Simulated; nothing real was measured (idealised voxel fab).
Process module heading - voxel wiring stack
Displayed cross-section: cut, width of 255 nm, square cells sized 5 nm.
Think of the cross-section as a grid of square cells. We describe it in bands, top to bottom, and each band covers one or more rows of those cells.
Top, bottom (nm), then materials left to right with widths (nm); lone material tagged "throughout" fills the whole band edge to edge; "empty" = empty space.
For the purposes of this specification, 0 denotes the height below which the wafer in its as-received condition is composed wholly of one material, and the lowermost band, lacking a lower limit, extends downward without end, as expressed in "top 0, no bottom".
So if you see something like "30->40" for the width, read it as the top row of the band sitting at the first number and the bottom row at the second, with every row in between moving by the same amount as the last.
Any step labelled "left unchanged" changed none of the cells in the cross-section.
The entry "Closed cavities" lists the empty spaces that cover at least 8 cells and have no open path to the top. Each is written as width x height at distance, where the distance is measured from the left edge and all three values are in nm.
Heads up: the bit after the settings on a step's line is the simulator's remark on that step.
The line of a step may include "overlay nm". On a step with a mask, this value is how far to the right of its planned place the mask lay. A negative value means the mask lay to the left.

Process steps foreseen in the plan:
| 1 | RECEIVE: material Si |
| 2 | CONFORMAL_DEP: material SiO2, thk nm 15 |
| 3 | DIRECTIONAL_DEP: material TiN, thk nm 5 |
| 4 | DIRECTIONAL_DEP: material Ru, thk nm 20 |
| 5 | MASKED_ETCH: tone cover, mask id METAL_1, width nm 30, pitch nm 60, etch materials Ru, depth nm 20, overlay nm 0 |
| 6 | MASKED_ETCH: tone cover, mask id METAL_1, width nm 30, pitch nm 60, etch materials TiN, depth nm 5, overlay nm 0 |
| 7 | CONFORMAL_DEP: material SiN, thk nm 5 |
| 8 | FILL_DEP: material SiO2, thk nm 10 |
| 9 | CMP: height nm 40 |
| 10 | CONFORMAL_DEP: material SiCN, thk nm 5 |
| 11 | DIRECTIONAL_DEP: material lowk, thk nm 30 |
| 12 | PATTERN: tone open, mask id METAL_2, material resist, width nm 30, pitch nm 60, thk nm 15, overlay nm 0 |
| 13 | DIRECTIONAL_ETCH: etch materials lowk, depth nm 20 |
| 14 | STRIP: etch materials resist |
| 15 | MASKED_ETCH: tone open, mask id METAL_2_HOLES, width nm 15, pitch nm 120, etch materials lowk, depth nm 10, overlay nm 0 |
| 16 | MASKED_ETCH: tone open, mask id METAL_2_HOLES, width nm 15, pitch nm 120, etch materials SiCN, depth nm 5, overlay nm 0 |
| 17 | CONFORMAL_DEP: material TiN, thk nm 5 |
| 18 | FILL_DEP: material Cu, thk nm 5 |
| 19 | CMP: height nm 75 |
| 20 | CONFORMAL_DEP: material SiCN, thk nm 5 |
| 21 | DIRECTIONAL_DEP: material SiO2, thk nm 30 |
| 22 | MASKED_ETCH: tone open, mask id METAL_3, width nm 30, pitch nm 60, etch materials SiO2, depth nm 15, overlay nm 0 |
| 23 | MASKED_ETCH: tone open, mask id METAL_3_HOLES, width nm 15, pitch nm 120, etch materials SiO2, depth nm 15, overlay nm 0 |
| 24 | MASKED_ETCH: tone open, mask id METAL_3_HOLES, width nm 15, pitch nm 120, etch materials SiCN, depth nm 5, overlay nm 0 |
| 25 | CONFORMAL_DEP: material TiN, thk nm 5 |
| 26 | FILL_DEP: material Cu, thk nm 10 |
| 27 | CMP: height nm 110 |
| 28 | CONFORMAL_DEP: material SiCN, thk nm 5 |
| 29 | DIRECTIONAL_DEP: material SiO2, thk nm 30 |
| 30 | PATTERN: tone open, mask id METAL_4, material resist, width nm 30, pitch nm 60, thk nm 15, overlay nm 0 |
| 31 | DIRECTIONAL_ETCH: etch materials SiO2, depth nm 15 |
| 32 | STRIP: etch materials resist |
| 33 | MASKED_ETCH: tone open, mask id METAL_4_HOLES, width nm 15, pitch nm 60, etch materials SiO2, depth nm 15, overlay nm 0 |
| 34 | MASKED_ETCH: tone open, mask id METAL_4_HOLES, width nm 15, pitch nm 60, etch materials SiCN, depth nm 5, overlay nm 0 |
| 35 | CONFORMAL_DEP: material TiN, thk nm 5 |
| 36 | FILL_DEP: material Cu, thk nm 10 |
| 37 | CMP: height nm 145 |
| 38 | CONFORMAL_DEP: material SiN, thk nm 5 |

First of two wafers: run as planned:

Here's what the wafer looked like in cross-section when it arrived - that's after step 1:
- top 0, no bottom  Si throughout
- Closed cavities: none

Step 2 complete: cross-section through the wafer:
- top 15, bottom 0  SiO2 throughout
- Under the height 0 nothing was changed.

Step 3 complete: cross-section through the wafer:
- top 20, bottom 15  TiN throughout
- Under the height 15 nothing was changed.

Step 4 complete: cross-section through the wafer:
- top 40, bottom 20  Ru throughout
- Under the height 20 nothing was changed.

Step 5 complete: cross-section through the wafer:
- top 40, bottom 20  empty 20 nm, then Ru 30 nm, then empty 30 nm, then Ru 30 nm, then empty 30 nm, then Ru 30 nm, then empty 30 nm, then Ru 30 nm, then empty 25 nm
- Under the height 20 nothing was changed.

Step 6 complete: cross-section through the wafer:
- top 40, bottom 20  empty 20 nm, then Ru 30 nm, then empty 30 nm, then Ru 30 nm, then empty 30 nm, then Ru 30 nm, then empty 30 nm, then Ru 30 nm, then empty 25 nm
- top 20, bottom 15  empty 20 nm, then TiN 30 nm, then empty 30 nm, then TiN 30 nm, then empty 30 nm, then TiN 30 nm, then empty 30 nm, then TiN 30 nm, then empty 25 nm
- Under the height 15 nothing was changed.

Step 7 complete: cross-section through the wafer:
- top 45, bottom 40  empty 15 nm, then SiN 40 nm, then empty 20 nm, then SiN 40 nm, then empty 20 nm, then SiN 40 nm, then empty 20 nm, then SiN 40 nm, then empty 20 nm
- top 40, bottom 20  empty 15 nm, then SiN 5 nm, then Ru 30 nm, then SiN 5 nm, then empty 20 nm, then SiN 5 nm, then Ru 30 nm, then SiN 5 nm, then empty 20 nm, then SiN 5 nm, then Ru 30 nm, then SiN 5 nm, then empty 20 nm, then SiN 5 nm, then Ru 30 nm, then SiN 5 nm, then empty 20 nm
- top 20, bottom 15  SiN 20 nm, then TiN 30 nm, then SiN 30 nm, then TiN 30 nm, then SiN 30 nm, then TiN 30 nm, then SiN 30 nm, then TiN 30 nm, then SiN 25 nm
- Under the height 15 nothing was changed.

Step 8 complete: cross-section through the wafer:
- top 55, bottom 45  SiO2 throughout
- top 45, bottom 40  SiO2 15 nm, then SiN 40 nm, then SiO2 20 nm, then SiN 40 nm, then SiO2 20 nm, then SiN 40 nm, then SiO2 20 nm, then SiN 40 nm, then SiO2 20 nm
- top 40, bottom 20  SiO2 15 nm, then SiN 5 nm, then Ru 30 nm, then SiN 5 nm, then SiO2 20 nm, then SiN 5 nm, then Ru 30 nm, then SiN 5 nm, then SiO2 20 nm, then SiN 5 nm, then Ru 30 nm, then SiN 5 nm, then SiO2 20 nm, then SiN 5 nm, then Ru 30 nm, then SiN 5 nm, then SiO2 20 nm
- Under the height 20 nothing was changed.

Step 9 complete: cross-section through the wafer:
- top 40, bottom 20  SiO2 15 nm, then SiN 5 nm, then Ru 30 nm, then SiN 5 nm, then SiO2 20 nm, then SiN 5 nm, then Ru 30 nm, then SiN 5 nm, then SiO2 20 nm, then SiN 5 nm, then Ru 30 nm, then SiN 5 nm, then SiO2 20 nm, then SiN 5 nm, then Ru 30 nm, then SiN 5 nm, then SiO2 20 nm
- Under the height 20 nothing was changed.

Step 10 complete: cross-section through the wafer:
- top 45, bottom 40  SiCN throughout
- Under the height 40 nothing was changed.

Step 11 complete: cross-section through the wafer:
- top 75, bottom 45  lowk throughout
- Under the height 45 nothing was changed.

Step 12 complete: cross-section through the wafer:
- top 90, bottom 75  resist 20 nm, then empty 30 nm, then resist 30 nm, then empty 30 nm, then resist 30 nm, then empty 30 nm, then resist 30 nm, then empty 30 nm, then resist 25 nm
- Under the height 75 nothing was changed.

Step 13 complete: cross-section through the wafer:
- top 90, bottom 75  resist 20 nm, then empty 30 nm, then resist 30 nm, then empty 30 nm, then resist 30 nm, then empty 30 nm, then resist 30 nm, then empty 30 nm, then resist 25 nm
- top 75, bottom 55  lowk 20 nm, then empty 30 nm, then lowk 30 nm, then empty 30 nm, then lowk 30 nm, then empty 30 nm, then lowk 30 nm, then empty 30 nm, then lowk 25 nm
- Under the height 55 nothing was changed.

Step 14 complete: cross-section through the wafer:
- top 75, bottom 55  lowk 20 nm, then empty 30 nm, then lowk 30 nm, then empty 30 nm, then lowk 30 nm, then empty 30 nm, then lowk 30 nm, then empty 30 nm, then lowk 25 nm
- Under the height 55 nothing was changed.

Step 15 complete: cross-section through the wafer:
- top 75, bottom 55  lowk 20 nm, then empty 30 nm, then lowk 30 nm, then empty 30 nm, then lowk 30 nm, then empty 30 nm, then lowk 30 nm, then empty 30 nm, then lowk 25 nm
- top 55, bottom 45  lowk 20 nm, then empty 15 nm, then lowk 105 nm, then empty 15 nm, then lowk 100 nm
- Under the height 45 nothing was changed.

Step 16 complete: cross-section through the wafer:
- top 75, bottom 55  lowk 20 nm, then empty 30 nm, then lowk 30 nm, then empty 30 nm, then lowk 30 nm, then empty 30 nm, then lowk 30 nm, then empty 30 nm, then lowk 25 nm
- top 55, bottom 45  lowk 20 nm, then empty 15 nm, then lowk 105 nm, then empty 15 nm, then lowk 100 nm
- top 45, bottom 40  SiCN 20 nm, then empty 15 nm, then SiCN 105 nm, then empty 15 nm, then SiCN 100 nm
- Under the height 40 nothing was changed.

Step 17 complete: cross-section through the wafer:
- top 80, bottom 75  TiN 25 nm, then empty 20 nm, then TiN 40 nm, then empty 20 nm, then TiN 40 nm, then empty 20 nm, then TiN 40 nm, then empty 20 nm, then TiN 30 nm
- top 75, bottom 60  lowk 20 nm, then TiN 5 nm, then empty 20 nm, then TiN 5 nm, then lowk 30 nm, then TiN 5 nm, then empty 20 nm, then TiN 5 nm, then lowk 30 nm, then TiN 5 nm, then empty 20 nm, then TiN 5 nm, then lowk 30 nm, then TiN 5 nm, then empty 20 nm, then TiN 5 nm, then lowk 25 nm
- top 60, bottom 55  lowk 20 nm, then TiN 5 nm, then empty 5 nm, then TiN 20 nm, then lowk 30 nm, then TiN 30 nm, then lowk 30 nm, then TiN 5 nm, then empty 5 nm, then TiN 20 nm, then lowk 30 nm, then TiN 30 nm, then lowk 25 nm
- top 55, bottom 45  lowk 20 nm, then TiN 5 nm, then empty 5 nm, then TiN 5 nm, then lowk 105 nm, then TiN 5 nm, then empty 5 nm, then TiN 5 nm, then lowk 100 nm
- top 45, bottom 40  SiCN 20 nm, then TiN 15 nm, then SiCN 105 nm, then TiN 15 nm, then SiCN 100 nm
- Under the height 40 nothing was changed.

Step 18 complete: cross-section through the wafer:
- top 85, bottom 80  Cu throughout
- top 80, bottom 75  TiN 25 nm, then Cu 20 nm, then TiN 40 nm, then Cu 20 nm, then TiN 40 nm, then Cu 20 nm, then TiN 40 nm, then Cu 20 nm, then TiN 30 nm
- top 75, bottom 60  lowk 20 nm, then TiN 5 nm, then Cu 20 nm, then TiN 5 nm, then lowk 30 nm, then TiN 5 nm, then Cu 20 nm, then TiN 5 nm, then lowk 30 nm, then TiN 5 nm, then Cu 20 nm, then TiN 5 nm, then lowk 30 nm, then TiN 5 nm, then Cu 20 nm, then TiN 5 nm, then lowk 25 nm
- top 60, bottom 55  lowk 20 nm, then TiN 5 nm, then Cu 5 nm, then TiN 20 nm, then lowk 30 nm, then TiN 30 nm, then lowk 30 nm, then TiN 5 nm, then Cu 5 nm, then TiN 20 nm, then lowk 30 nm, then TiN 30 nm, then lowk 25 nm
- top 55, bottom 45  lowk 20 nm, then TiN 5 nm, then Cu 5 nm, then TiN 5 nm, then lowk 105 nm, then TiN 5 nm, then Cu 5 nm, then TiN 5 nm, then lowk 100 nm
- Under the height 45 nothing was changed.

Step 19 complete: cross-section through the wafer:
- top 75, bottom 60  lowk 20 nm, then TiN 5 nm, then Cu 20 nm, then TiN 5 nm, then lowk 30 nm, then TiN 5 nm, then Cu 20 nm, then TiN 5 nm, then lowk 30 nm, then TiN 5 nm, then Cu 20 nm, then TiN 5 nm, then lowk 30 nm, then TiN 5 nm, then Cu 20 nm, then TiN 5 nm, then lowk 25 nm
- Under the height 60 nothing was changed.

Step 20 complete: cross-section through the wafer:
- top 80, bottom 75  SiCN throughout
- Under the height 75 nothing was changed.

Step 21 complete: cross-section through the wafer:
- top 110, bottom 80  SiO2 throughout
- Under the height 80 nothing was changed.

Step 22 complete: cross-section through the wafer:
- top 110, bottom 95  SiO2 20 nm, then empty 30 nm, then SiO2 30 nm, then empty 30 nm, then SiO2 30 nm, then empty 30 nm, then SiO2 30 nm, then empty 30 nm, then SiO2 25 nm
- Under the height 95 nothing was changed.

Step 23 complete: cross-section through the wafer:
- top 110, bottom 95  SiO2 20 nm, then empty 30 nm, then SiO2 30 nm, then empty 30 nm, then SiO2 30 nm, then empty 30 nm, then SiO2 30 nm, then empty 30 nm, then SiO2 25 nm
- top 95, bottom 80  SiO2 20 nm, then empty 15 nm, then SiO2 105 nm, then empty 15 nm, then SiO2 100 nm
- Under the height 80 nothing was changed.

Step 24 complete: cross-section through the wafer:
- top 110, bottom 95  SiO2 20 nm, then empty 30 nm, then SiO2 30 nm, then empty 30 nm, then SiO2 30 nm, then empty 30 nm, then SiO2 30 nm, then empty 30 nm, then SiO2 25 nm
- top 95, bottom 80  SiO2 20 nm, then empty 15 nm, then SiO2 105 nm, then empty 15 nm, then SiO2 100 nm
- top 80, bottom 75  SiCN 20 nm, then empty 15 nm, then SiCN 105 nm, then empty 15 nm, then SiCN 100 nm
- Under the height 75 nothing was changed.

Step 25 complete: cross-section through the wafer:
- top 115, bottom 110  TiN 25 nm, then empty 20 nm, then TiN 40 nm, then empty 20 nm, then TiN 40 nm, then empty 20 nm, then TiN 40 nm, then empty 20 nm, then TiN 30 nm
- top 110, bottom 100  SiO2 20 nm, then TiN 5 nm, then empty 20 nm, then TiN 5 nm, then SiO2 30 nm, then TiN 5 nm, then empty 20 nm, then TiN 5 nm, then SiO2 30 nm, then TiN 5 nm, then empty 20 nm, then TiN 5 nm, then SiO2 30 nm, then TiN 5 nm, then empty 20 nm, then TiN 5 nm, then SiO2 25 nm
- top 100, bottom 95  SiO2 20 nm, then TiN 5 nm, then empty 5 nm, then TiN 20 nm, then SiO2 30 nm, then TiN 30 nm, then SiO2 30 nm, then TiN 5 nm, then empty 5 nm, then TiN 20 nm, then SiO2 30 nm, then TiN 30 nm, then SiO2 25 nm
- top 95, bottom 80  SiO2 20 nm, then TiN 5 nm, then empty 5 nm, then TiN 5 nm, then SiO2 105 nm, then TiN 5 nm, then empty 5 nm, then TiN 5 nm, then SiO2 100 nm
- top 80, bottom 75  SiCN 20 nm, then TiN 15 nm, then SiCN 105 nm, then TiN 15 nm, then SiCN 100 nm
- Under the height 75 nothing was changed.

Step 26 complete: cross-section through the wafer:
- top 125, bottom 115  Cu throughout
- top 115, bottom 110  TiN 25 nm, then Cu 20 nm, then TiN 40 nm, then Cu 20 nm, then TiN 40 nm, then Cu 20 nm, then TiN 40 nm, then Cu 20 nm, then TiN 30 nm
- top 110, bottom 100  SiO2 20 nm, then TiN 5 nm, then Cu 20 nm, then TiN 5 nm, then SiO2 30 nm, then TiN 5 nm, then Cu 20 nm, then TiN 5 nm, then SiO2 30 nm, then TiN 5 nm, then Cu 20 nm, then TiN 5 nm, then SiO2 30 nm, then TiN 5 nm, then Cu 20 nm, then TiN 5 nm, then SiO2 25 nm
- top 100, bottom 95  SiO2 20 nm, then TiN 5 nm, then Cu 5 nm, then TiN 20 nm, then SiO2 30 nm, then TiN 30 nm, then SiO2 30 nm, then TiN 5 nm, then Cu 5 nm, then TiN 20 nm, then SiO2 30 nm, then TiN 30 nm, then SiO2 25 nm
- top 95, bottom 80  SiO2 20 nm, then TiN 5 nm, then Cu 5 nm, then TiN 5 nm, then SiO2 105 nm, then TiN 5 nm, then Cu 5 nm, then TiN 5 nm, then SiO2 100 nm
- Under the height 80 nothing was changed.

Step 27 complete: cross-section through the wafer:
- top 110, bottom 100  SiO2 20 nm, then TiN 5 nm, then Cu 20 nm, then TiN 5 nm, then SiO2 30 nm, then TiN 5 nm, then Cu 20 nm, then TiN 5 nm, then SiO2 30 nm, then TiN 5 nm, then Cu 20 nm, then TiN 5 nm, then SiO2 30 nm, then TiN 5 nm, then Cu 20 nm, then TiN 5 nm, then SiO2 25 nm
- Under the height 100 nothing was changed.

Step 28 complete: cross-section through the wafer:
- top 115, bottom 110  SiCN throughout
- Under the height 110 nothing was changed.

Step 29 complete: cross-section through the wafer:
- top 145, bottom 115  SiO2 throughout
- Under the height 115 nothing was changed.

Step 30 complete: cross-section through the wafer:
- top 160, bottom 145  resist 20 nm, then empty 30 nm, then resist 30 nm, then empty 30 nm, then resist 30 nm, then empty 30 nm, then resist 30 nm, then empty 30 nm, then resist 25 nm
- Under the height 145 nothing was changed.

Step 31 complete: cross-section through the wafer:
- top 160, bottom 145  resist 20 nm, then empty 30 nm, then resist 30 nm, then empty 30 nm, then resist 30 nm, then empty 30 nm, then resist 30 nm, then empty 30 nm, then resist 25 nm
- top 145, bottom 130  SiO2 20 nm, then empty 30 nm, then SiO2 30 nm, then empty 30 nm, then SiO2 30 nm, then empty 30 nm, then SiO2 30 nm, then empty 30 nm, then SiO2 25 nm
- Under the height 130 nothing was changed.

Step 32 complete: cross-section through the wafer:
- top 145, bottom 130  SiO2 20 nm, then empty 30 nm, then SiO2 30 nm, then empty 30 nm, then SiO2 30 nm, then empty 30 nm, then SiO2 30 nm, then empty 30 nm, then SiO2 25 nm
- Under the height 130 nothing was changed.

Step 33 complete: cross-section through the wafer:
- top 145, bottom 130  SiO2 20 nm, then empty 30 nm, then SiO2 30 nm, then empty 30 nm, then SiO2 30 nm, then empty 30 nm, then SiO2 30 nm, then empty 30 nm, then SiO2 25 nm
- top 130, bottom 115  SiO2 20 nm, then empty 15 nm, then SiO2 45 nm, then empty 15 nm, then SiO2 45 nm, then empty 15 nm, then SiO2 45 nm, then empty 15 nm, then SiO2 40 nm
- Under the height 115 nothing was changed.

Step 34 complete: cross-section through the wafer:
- top 145, bottom 130  SiO2 20 nm, then empty 30 nm, then SiO2 30 nm, then empty 30 nm, then SiO2 30 nm, then empty 30 nm, then SiO2 30 nm, then empty 30 nm, then SiO2 25 nm
- top 130, bottom 115  SiO2 20 nm, then empty 15 nm, then SiO2 45 nm, then empty 15 nm, then SiO2 45 nm, then empty 15 nm, then SiO2 45 nm, then empty 15 nm, then SiO2 40 nm
- top 115, bottom 110  SiCN 20 nm, then empty 15 nm, then SiCN 45 nm, then empty 15 nm, then SiCN 45 nm, then empty 15 nm, then SiCN 45 nm, then empty 15 nm, then SiCN 40 nm
- Under the height 110 nothing was changed.

Step 35 complete: cross-section through the wafer:
- top 150, bottom 145  TiN 25 nm, then empty 20 nm, then TiN 40 nm, then empty 20 nm, then TiN 40 nm, then empty 20 nm, then TiN 40 nm, then empty 20 nm, then TiN 30 nm
- top 145, bottom 135  SiO2 20 nm, then TiN 5 nm, then empty 20 nm, then TiN 5 nm, then SiO2 30 nm, then TiN 5 nm, then empty 20 nm, then TiN 5 nm, then SiO2 30 nm, then TiN 5 nm, then empty 20 nm, then TiN 5 nm, then SiO2 30 nm, then TiN 5 nm, then empty 20 nm, then TiN 5 nm, then SiO2 25 nm
- top 135, bottom 130  SiO2 20 nm, then TiN 5 nm, then empty 5 nm, then TiN 20 nm, then SiO2 30 nm, then TiN 5 nm, then empty 5 nm, then TiN 20 nm, then SiO2 30 nm, then TiN 5 nm, then empty 5 nm, then TiN 20 nm, then SiO2 30 nm, then TiN 5 nm, then empty 5 nm, then TiN 20 nm, then SiO2 25 nm
- top 130, bottom 115  SiO2 20 nm, then TiN 5 nm, then empty 5 nm, then TiN 5 nm, then SiO2 45 nm, then TiN 5 nm, then empty 5 nm, then TiN 5 nm, then SiO2 45 nm, then TiN 5 nm, then empty 5 nm, then TiN 5 nm, then SiO2 45 nm, then TiN 5 nm, then empty 5 nm, then TiN 5 nm, then SiO2 40 nm
- top 115, bottom 110  SiCN 20 nm, then TiN 15 nm, then SiCN 45 nm, then TiN 15 nm, then SiCN 45 nm, then TiN 15 nm, then SiCN 45 nm, then TiN 15 nm, then SiCN 40 nm
- Under the height 110 nothing was changed.

Step 36 complete: cross-section through the wafer:
- top 160, bottom 150  Cu throughout
- top 150, bottom 145  TiN 25 nm, then Cu 20 nm, then TiN 40 nm, then Cu 20 nm, then TiN 40 nm, then Cu 20 nm, then TiN 40 nm, then Cu 20 nm, then TiN 30 nm
- top 145, bottom 135  SiO2 20 nm, then TiN 5 nm, then Cu 20 nm, then TiN 5 nm, then SiO2 30 nm, then TiN 5 nm, then Cu 20 nm, then TiN 5 nm, then SiO2 30 nm, then TiN 5 nm, then Cu 20 nm, then TiN 5 nm, then SiO2 30 nm, then TiN 5 nm, then Cu 20 nm, then TiN 5 nm, then SiO2 25 nm
- top 135, bottom 130  SiO2 20 nm, then TiN 5 nm, then Cu 5 nm, then TiN 20 nm, then SiO2 30 nm, then TiN 5 nm, then Cu 5 nm, then TiN 20 nm, then SiO2 30 nm, then TiN 5 nm, then Cu 5 nm, then TiN 20 nm, then SiO2 30 nm, then TiN 5 nm, then Cu 5 nm, then TiN 20 nm, then SiO2 25 nm
- top 130, bottom 115  SiO2 20 nm, then TiN 5 nm, then Cu 5 nm, then TiN 5 nm, then SiO2 45 nm, then TiN 5 nm, then Cu 5 nm, then TiN 5 nm, then SiO2 45 nm, then TiN 5 nm, then Cu 5 nm, then TiN 5 nm, then SiO2 45 nm, then TiN 5 nm, then Cu 5 nm, then TiN 5 nm, then SiO2 40 nm
- Under the height 115 nothing was changed.

Step 37 complete: cross-section through the wafer:
- top 145, bottom 135  SiO2 20 nm, then TiN 5 nm, then Cu 20 nm, then TiN 5 nm, then SiO2 30 nm, then TiN 5 nm, then Cu 20 nm, then TiN 5 nm, then SiO2 30 nm, then TiN 5 nm, then Cu 20 nm, then TiN 5 nm, then SiO2 30 nm, then TiN 5 nm, then Cu 20 nm, then TiN 5 nm, then SiO2 25 nm
- Under the height 135 nothing was changed.

Step 38 complete: cross-section through the wafer:
- top 150, bottom 145  SiN throughout
- Under the height 145 nothing was changed.

Wafer two: like wafer one in start and plan, but with one mistake in execution; identical up to and including step 27:

Second wafer, sectioned view, at step 28's planned end time:
- top 140, bottom 110  SiO2 throughout
- Under the height 110 nothing was changed.

Second wafer, sectioned view, at step 29's planned end time:
- top 145, bottom 140  SiCN throughout
- Under the height 140 nothing was changed.

Second wafer, sectioned view, at step 30's planned end time:
- top 160, bottom 145  resist 20 nm, then empty 30 nm, then resist 30 nm, then empty 30 nm, then resist 30 nm, then empty 30 nm, then resist 30 nm, then empty 30 nm, then resist 25 nm
- Under the height 145 nothing was changed.

Second wafer, sectioned view, at step 31's planned end time: left unchanged

Second wafer, sectioned view, at step 32's planned end time:
- top 145, bottom 140  SiCN throughout
- Under the height 140 nothing was changed.

Second wafer, sectioned view, at step 33's planned end time: left unchanged

Second wafer, sectioned view, at step 34's planned end time:
- top 145, bottom 140  SiCN 20 nm, then empty 15 nm, then SiCN 45 nm, then empty 15 nm, then SiCN 45 nm, then empty 15 nm, then SiCN 45 nm, then empty 15 nm, then SiCN 40 nm
- Under the height 140 nothing was changed.

Second wafer, sectioned view, at step 35's planned end time:
- top 150, bottom 145  TiN 25 nm, then empty 5 nm, then TiN 55 nm, then empty 5 nm, then TiN 55 nm, then empty 5 nm, then TiN 55 nm, then empty 5 nm, then TiN 45 nm
- top 145, bottom 140  SiCN 20 nm, then TiN 15 nm, then SiCN 45 nm, then TiN 15 nm, then SiCN 45 nm, then TiN 15 nm, then SiCN 45 nm, then TiN 15 nm, then SiCN 40 nm
- Under the height 140 nothing was changed.

Second wafer, sectioned view, at step 36's planned end time:
- top 160, bottom 150  Cu throughout
- top 150, bottom 145  TiN 25 nm, then Cu 5 nm, then TiN 55 nm, then Cu 5 nm, then TiN 55 nm, then Cu 5 nm, then TiN 55 nm, then Cu 5 nm, then TiN 45 nm
- Under the height 145 nothing was changed.

Second wafer, sectioned view, at step 37's planned end time:
- top 145, bottom 140  SiCN 20 nm, then TiN 15 nm, then SiCN 45 nm, then TiN 15 nm, then SiCN 45 nm, then TiN 15 nm, then SiCN 45 nm, then TiN 15 nm, then SiCN 40 nm
- Under the height 140 nothing was changed.

Second wafer, sectioned view, at step 38's planned end time:
- top 150, bottom 145  SiN throughout
- Under the height 145 nothing was changed.
Deviation from plan: the run placed steps 28 and 29 each in the position the plan gave to the other
Final comparison by cell count, materials where the second wafer has more or fewer than the first: Cu: 48 fewer, SiO2: 108 more, TiN: 60 fewer
